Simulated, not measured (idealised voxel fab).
voxel tone inversion: a process module
The width of the displayed cross-section, cut, is 230 nm; its cells are square, with a size of 5 nm.
How to read a cross-section here: the picture is a grid of square cells, written as bands going from the top down, and any band can span one or more rows of cells.
Quick guide to a band line: top height, bottom height (nm) up front; then every material left to right with its width in nm. Only one material and it's marked "edge to edge"? Then it fills the band edge to edge. And "blank" just means empty space.
Heights are expressed relative to 0, this being the level below which the as-received wafer comprises one material exclusively. The lowest band is unbounded in the downward direction and is denoted as in "z 0 and below".
The notation "30 to 40" denotes a width that varies across the rows of cells in the band, beginning at the first number in the top row, finishing at the second number in the bottom row, and changing by an identical amount from each row to the next.
"all unchanged" -> step changed no cross-section cell.
Closed-off voids of 8+ cells (no open route to the top) go in "Sealed-off cavities", written width x height at distance from the left edge, in nm.
Past the settings on a step's line: simulator remark, on that step.
overlay nm: mask right of planned place by this much (step with mask). Neg. = left.
Here's what the planned process steps look like
1 op RECEIVE | material Si
2 op CONFORMAL_DEP | material SiN | thk nm 10
3 op DIRECTIONAL_DEP | material polySi | thk nm 15
4 op PATTERN | tone cover | mask id POSTS | material resist | width nm 15 | pitch nm 30 | thk nm 25 | overlay nm 0
5 op DIRECTIONAL_ETCH | etch materials polySi | depth nm 15
6 op STRIP | etch materials resist
7 op FILL_DEP | material lowk | thk nm 10
8 op CMP | height nm 25
9 op STRIP | etch materials polySi
10 op CONFORMAL_DEP | material TiN | thk nm 5
11 op FILL_DEP | material W | thk nm 10
12 op CMP | height nm 25
13 op CONFORMAL_DEP | material SiCN | thk nm 5
First wafer, as planned
Cross-sectional view of the wafer in its as-received condition, corresponding to the state after step 1
z 0 and below: Si edge to edge
Sealed-off cavities: none
Cross-sectional representation of the wafer at the conclusion of step 2
z 10 to 0: SiN edge to edge
At heights below 0, the structure remains unaltered.
Cross-sectional representation of the wafer at the conclusion of step 3
z 25 to 10: polySi edge to edge
At heights below 10, the structure remains unaltered.
Cross-sectional representation of the wafer at the conclusion of step 4
z 50 to 25: 60 of blank, then 15 of resist, then 15 of blank, then 15 of resist, then 15 of blank, then 15 of resist, then 15 of blank, then 15 of resist, then 65 of blank
At heights below 25, the structure remains unaltered.
Cross-sectional representation of the wafer at the conclusion of step 5
z 50 to 25: 60 of blank, then 15 of resist, then 15 of blank, then 15 of resist, then 15 of blank, then 15 of resist, then 15 of blank, then 15 of resist, then 65 of blank
z 25 to 10: 60 of blank, then 15 of polySi, then 15 of blank, then 15 of polySi, then 15 of blank, then 15 of polySi, then 15 of blank, then 15 of polySi, then 65 of blank
At heights below 10, the structure remains unaltered.
Cross-sectional representation of the wafer at the conclusion of step 6
z 25 to 10: 60 of blank, then 15 of polySi, then 15 of blank, then 15 of polySi, then 15 of blank, then 15 of polySi, then 15 of blank, then 15 of polySi, then 65 of blank
At heights below 10, the structure remains unaltered.
Cross-sectional representation of the wafer at the conclusion of step 7
z 35 to 25: lowk edge to edge
z 25 to 10: 60 of lowk, then 15 of polySi, then 15 of lowk, then 15 of polySi, then 15 of lowk, then 15 of polySi, then 15 of lowk, then 15 of polySi, then 65 of lowk
At heights below 10, the structure remains unaltered.
Cross-sectional representation of the wafer at the conclusion of step 8
z 25 to 10: 60 of lowk, then 15 of polySi, then 15 of lowk, then 15 of polySi, then 15 of lowk, then 15 of polySi, then 15 of lowk, then 15 of polySi, then 65 of lowk
At heights below 10, the structure remains unaltered.
Cross-sectional representation of the wafer at the conclusion of step 9
z 25 to 10: 60 of lowk, then 15 of blank, then 15 of lowk, then 15 of blank, then 15 of lowk, then 15 of blank, then 15 of lowk, then 15 of blank, then 65 of lowk
At heights below 10, the structure remains unaltered.
Cross-sectional representation of the wafer at the conclusion of step 10
z 30 to 25: 65 of TiN, then 5 of blank, then 25 of TiN, then 5 of blank, then 25 of TiN, then 5 of blank, then 25 of TiN, then 5 of blank, then 70 of TiN
z 25 to 15: 60 of lowk, then 5 of TiN, then 5 of blank, then 5 of TiN, then 15 of lowk, then 5 of TiN, then 5 of blank, then 5 of TiN, then 15 of lowk, then 5 of TiN, then 5 of blank, then 5 of TiN, then 15 of lowk, then 5 of TiN, then 5 of blank, then 5 of TiN, then 65 of lowk
z 15 to 10: 60 of lowk, then 15 of TiN, then 15 of lowk, then 15 of TiN, then 15 of lowk, then 15 of TiN, then 15 of lowk, then 15 of TiN, then 65 of lowk
At heights below 10, the structure remains unaltered.
Cross-sectional representation of the wafer at the conclusion of step 11
z 40 to 30: W edge to edge
z 30 to 25: 65 of TiN, then 5 of W, then 25 of TiN, then 5 of W, then 25 of TiN, then 5 of W, then 25 of TiN, then 5 of W, then 70 of TiN
z 25 to 15: 60 of lowk, then 5 of TiN, then 5 of W, then 5 of TiN, then 15 of lowk, then 5 of TiN, then 5 of W, then 5 of TiN, then 15 of lowk, then 5 of TiN, then 5 of W, then 5 of TiN, then 15 of lowk, then 5 of TiN, then 5 of W, then 5 of TiN, then 65 of lowk
At heights below 15, the structure remains unaltered.
Cross-sectional representation of the wafer at the conclusion of step 12
z 25 to 15: 60 of lowk, then 5 of TiN, then 5 of W, then 5 of TiN, then 15 of lowk, then 5 of TiN, then 5 of W, then 5 of TiN, then 15 of lowk, then 5 of TiN, then 5 of W, then 5 of TiN, then 15 of lowk, then 5 of TiN, then 5 of W, then 5 of TiN, then 65 of lowk
At heights below 15, the structure remains unaltered.
Cross-sectional representation of the wafer at the conclusion of step 13
z 30 to 25: SiCN edge to edge
At heights below 25, the structure remains unaltered.
The second wafer was prepared from the same starting point and under the same plan as the first; its processing contained one mistake, and it remains indistinguishable from the first wafer up to and including step 3
When step 4 should have ended
z 50 to 25: 60 of resist, then 15 of blank, then 15 of resist, then 15 of blank, then 15 of resist, then 15 of blank, then 15 of resist, then 15 of blank, then 65 of resist
At heights below 25, the structure remains unaltered.
When step 5 should have ended
z 50 to 25: 60 of resist, then 15 of blank, then 15 of resist, then 15 of blank, then 15 of resist, then 15 of blank, then 15 of resist, then 15 of blank, then 65 of resist
z 25 to 10: 60 of polySi, then 15 of blank, then 15 of polySi, then 15 of blank, then 15 of polySi, then 15 of blank, then 15 of polySi, then 15 of blank, then 65 of polySi
At heights below 10, the structure remains unaltered.
When step 6 should have ended
z 25 to 10: 60 of polySi, then 15 of blank, then 15 of polySi, then 15 of blank, then 15 of polySi, then 15 of blank, then 15 of polySi, then 15 of blank, then 65 of polySi
At heights below 10, the structure remains unaltered.
When step 7 should have ended
z 35 to 25: lowk edge to edge
z 25 to 10: 60 of polySi, then 15 of lowk, then 15 of polySi, then 15 of lowk, then 15 of polySi, then 15 of lowk, then 15 of polySi, then 15 of lowk, then 65 of polySi
At heights below 10, the structure remains unaltered.
When step 8 should have ended
z 25 to 10: 60 of polySi, then 15 of lowk, then 15 of polySi, then 15 of lowk, then 15 of polySi, then 15 of lowk, then 15 of polySi, then 15 of lowk, then 65 of polySi
At heights below 10, the structure remains unaltered.
When step 9 should have ended
z 25 to 10: 60 of blank, then 15 of lowk, then 15 of blank, then 15 of lowk, then 15 of blank, then 15 of lowk, then 15 of blank, then 15 of lowk, then 65 of blank
At heights below 10, the structure remains unaltered.
When step 10 should have ended
z 30 to 25: 55 of blank, then 25 of TiN, then 5 of blank, then 25 of TiN, then 5 of blank, then 25 of TiN, then 5 of blank, then 25 of TiN, then 60 of blank
z 25 to 15: 55 of blank, then 5 of TiN, then 15 of lowk, then 5 of TiN, then 5 of blank, then 5 of TiN, then 15 of lowk, then 5 of TiN, then 5 of blank, then 5 of TiN, then 15 of lowk, then 5 of TiN, then 5 of blank, then 5 of TiN, then 15 of lowk, then 5 of TiN, then 60 of blank
z 15 to 10: 60 of TiN, then 15 of lowk, then 15 of TiN, then 15 of lowk, then 15 of TiN, then 15 of lowk, then 15 of TiN, then 15 of lowk, then 65 of TiN
At heights below 10, the structure remains unaltered.
When step 11 should have ended
z 40 to 30: W edge to edge
z 30 to 25: 55 of W, then 25 of TiN, then 5 of W, then 25 of TiN, then 5 of W, then 25 of TiN, then 5 of W, then 25 of TiN, then 60 of W
z 25 to 15: 55 of W, then 5 of TiN, then 15 of lowk, then 5 of TiN, then 5 of W, then 5 of TiN, then 15 of lowk, then 5 of TiN, then 5 of W, then 5 of TiN, then 15 of lowk, then 5 of TiN, then 5 of W, then 5 of TiN, then 15 of lowk, then 5 of TiN, then 60 of W
At heights below 15, the structure remains unaltered.
When step 12 should have ended
z 25 to 15: 55 of W, then 5 of TiN, then 15 of lowk, then 5 of TiN, then 5 of W, then 5 of TiN, then 15 of lowk, then 5 of TiN, then 5 of W, then 5 of TiN, then 15 of lowk, then 5 of TiN, then 5 of W, then 5 of TiN, then 15 of lowk, then 5 of TiN, then 60 of W
At heights below 15, the structure remains unaltered.
When step 13 should have ended
z 30 to 25: SiCN edge to edge
At heights below 25, the structure remains unaltered.
Want to know what went wrong? step 4 ran with different settings than intended, the actual operation and settings being op PATTERN | tone open | mask id POSTS | material resist | width nm 15 | pitch nm 30 | thk nm 25 | overlay nm 0
It is noted that, at the conclusion of processing, the second wafer exhibits a higher or lower cell count for certain materials relative to the first: TiN: 22 more, W: 44 more, lowk: 66 fewer
